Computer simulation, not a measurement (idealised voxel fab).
The process module presented herein is designated voxel air gaps.
Xsec cut, 200 nm wide, square cell size 5 nm.
Each cross-section below is a grid of square cells, stated as bands in top-down order, with one or more rows of cells making up each band. In this notation a band is specified by the heights of its top and bottom, in that order and in nm, after which its materials appear from left to right, each paired with its width in nm. The word "full width" attached to a single material means that material fills the band from edge to edge; the word "empty" stands for empty space. Beneath 0, the wafer as received is one material, and that level is where height counting begins. The lowest band goes on downward without a bottom; it is written like "0 -> down". Width "30 to 40": first value at the band's top row of cells, second value at its bottom row, equal change from row to row. Key: "identical to before" - step with no changed cell in the cross-section. Basically, "Enclosed internal cavities" tells you about the enclosed voids: empty spaces with no open way to the top, 8 cells or bigger, each written width x height at distance, where distance is from the left edge, all in nm. Post-settings text on a step line: simulator's own remark regarding the step. A step's line can hold "overlay nm"; with a mask on that step, the setting says how far right of the planned place the mask lay, while a negative setting says it lay to the left.
THESE ARE THE STEPS WE PLANNED FOR THE PROCESS
1: RECEIVE, material Si
2: CONFORMAL_DEP, material SiO2, thk nm 15
3: CONFORMAL_DEP, material SiCN, thk nm 5
4: DIRECTIONAL_DEP, material lowk, thk nm 30
5: PATTERN, tone open, mask id LINES, material resist, width nm 20, pitch nm 45, thk nm 20, overlay nm 0
6: DIRECTIONAL_ETCH, etch materials lowk, depth nm 30
7: STRIP, etch materials resist
8: CONFORMAL_DEP, material TiN, thk nm 5
9: FILL_DEP, material Ru, thk nm 5
10: CMP, height nm 50
11: EPI, material Ru, thk nm 10
12: SELECTIVE_ETCH, etch materials lowk, depth nm 40
13: CONFORMAL_DEP, material SiCN, thk nm 5
INCOMING WAFER, CROSS-SECTIONAL VIEW, POST STEP 1
  0 -> down  Si full width
  Enclosed internal cavities: none
THE FIRST OF THE TWO WAFERS AS SEEN IN CROSS-SECTION ONCE THE MODULE WAS FINISHED; PROCESSING FOLLOWED THE PLAN
  65 -> 60  empty=30, then SiCN=140, then empty=30
  60 -> 50  empty=30, then SiCN=5, then Ru=40, then SiCN=5, then Ru=40, then SiCN=5, then Ru=40, then SiCN=5, then empty=30
  50 -> 45  empty=30, then SiCN=15, then TiN=5, then Ru=10, then TiN=5, then SiCN=25, then TiN=5, then Ru=10, then TiN=5, then SiCN=25, then TiN=5, then Ru=10, then TiN=5, then SiCN=15, then empty=30
  45 -> 25  empty=40, then SiCN=5, then TiN=5, then Ru=10, then TiN=5, then SiCN=5, then empty=15, then SiCN=5, then TiN=5, then Ru=10, then TiN=5, then SiCN=5, then empty=15, then SiCN=5, then TiN=5, then Ru=10, then TiN=5, then SiCN=5, then empty=40
  25 -> 20  SiCN=45, then TiN=20, then SiCN=25, then TiN=20, then SiCN=25, then TiN=20, then SiCN=45
  20 -> 15  SiCN full width
  15 -> 0  SiO2 full width
  0 -> down  Si full width
  Enclosed internal cavities: 15 x 20 at 70; 15 x 20 at 115
THE SECOND WAFER, SHOWN IN CROSS-SECTION AFTER THE MODULE: STARTED THE SAME WAY AS THE FIRST AND GIVEN THE SAME PLAN, YET ONE MISTAKE CREPT INTO HOW IT WAS RUN
  75 -> 70  empty=20, then SiCN=160, then empty=20
  70 -> 50  empty=20, then SiCN=5, then Ru=150, then SiCN=5, then empty=20
  50 -> 45  empty=20, then SiCN=25, then TiN=5, then Ru=10, then TiN=5, then lowk=25, then TiN=5, then Ru=10, then TiN=5, then lowk=25, then TiN=5, then Ru=10, then TiN=5, then SiCN=25, then empty=20
  45 -> 25  empty=40, then SiCN=5, then TiN=5, then Ru=10, then TiN=5, then lowk=25, then TiN=5, then Ru=10, then TiN=5, then lowk=25, then TiN=5, then Ru=10, then TiN=5, then SiCN=5, then empty=40
  25 -> 20  SiCN=45, then TiN=20, then lowk=25, then TiN=20, then lowk=25, then TiN=20, then SiCN=45
  20 -> 15  SiCN full width
  15 -> 0  SiO2 full width
  0 -> down  Si full width
  Enclosed internal cavities: none
What was the processing mistake? plan step 11 was twice executed
Materials where the second wafer ends with more or fewer cells than the first: Ru +72, SiCN -28, lowk +60
Quick summary for you: first wafer finishes at 2 closed voids, second at 0.
